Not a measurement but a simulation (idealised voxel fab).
Documented hereafter: the process module known as voxel released beams.
Section shown: cut. Width: 270 nm. Cell size: 5 nm, square.
Reading order for cross-sections: top band down to bottom band. Underlying form: a grid of square cells. Band size: one or more rows of cells.
A band entry consists of two parts. The first gives the height of the band's top and the height of its bottom, in nm. The rest lists the band's materials from left to right, each with its width in nm. A single material labelled with the word "full width" fills the band from edge to edge, and the word "blank" marks empty space.
The level at which height equals 0 is the one under which the wafer, as it arrives, is entirely one material. No lower edge exists for the bottom band, which continues downward and is notated as in "z 0 and below".
Read "30 to 40" as a graded width: first number on top, second number at the bottom, same change between each pair of neighbouring rows.
Any step labelled "remained the same" changed none of the cells in the cross-section.
Entry "Encapsulated voids" = empty spaces >= 8 cells with no open way to the top; each as width x height at distance, distance from left edge, all nm.
Heads up: the bit after the settings on a step's line is the simulator's remark on that step.
overlay nm: where the mask lay relative to plan, measured to the right, on steps with a mask; negatives go left.

PLANNED PROCESS STEPS
- 1: RECEIVE,material Si
- 2: CONFORMAL_DEP,material Al2O3,thk nm 10
- 3: DIRECTIONAL_DEP,material SiO2,thk nm 5
- 4: PATTERN,tone open,mask id ANCHOR,material resist,width nm 40,thk nm 15,overlay nm 0
- 5: DIRECTIONAL_ETCH,etch materials SiO2,depth nm 15
- 6: STRIP,etch materials resist
- 7: CONFORMAL_DEP,material polySi,thk nm 15
- 8: PATTERN,tone cover,mask id BEAM,material resist,width nm 125,thk nm 20,overlay nm 0
- 9: DIRECTIONAL_ETCH,etch materials polySi,depth nm 15
- 10: STRIP,etch materials resist
- 11: STRIP,etch materials SiO2
Split variable: thk nm, step 3. Plan value = first wafer. Wafers start alike.

AFTER STEP 1, AS RECEIVED: FIRST OF SEVERAL WAFERS, CROSS-SECTION
  z 0 and below  Si full width
  Encapsulated voids: none

END OF MODULE: CROSS-SECTION OF THE FIRST OF SEVERAL WAFERS AFTER STEP 11, THE LAST STEP
  z 30 to 25  blank 70 nm; polySi 20 nm; blank 10 nm; polySi 95 nm; blank 75 nm
  z 25 to 15  blank 70 nm; polySi 125 nm; blank 75 nm
  z 15 to 10  blank 75 nm; polySi 40 nm; blank 155 nm
  z 10 to 0  Al2O3 full width
  z 0 and below  Si full width
  Encapsulated voids: none

X-SECTION, LAST WAFER, MODULE END
  z 10 to 0  Al2O3 full width
  z 0 and below  Si full width
  Encapsulated voids: none

TAKE ANY ROW AND YOU HAVE A WAFER AT THE END OF THE MODULE: HOW MANY CELLS OF EACH MATERIAL IT HAS GAINED (+) OR LOST (-) SINCE IT WAS RECEIVED, AND THEN ITS CLOSED VOIDS
thk nm 5; +108 Al2O3; +81 polySi; Encapsulated voids: none
thk nm 10; +108 Al2O3; +87 polySi; Encapsulated voids: none
thk nm 15; +108 Al2O3; +93 polySi; Encapsulated voids: none
thk nm 20; +108 Al2O3; Encapsulated voids: none
thk nm 25; +108 Al2O3; Encapsulated voids: none
thk nm 30; +108 Al2O3; Encapsulated voids: none
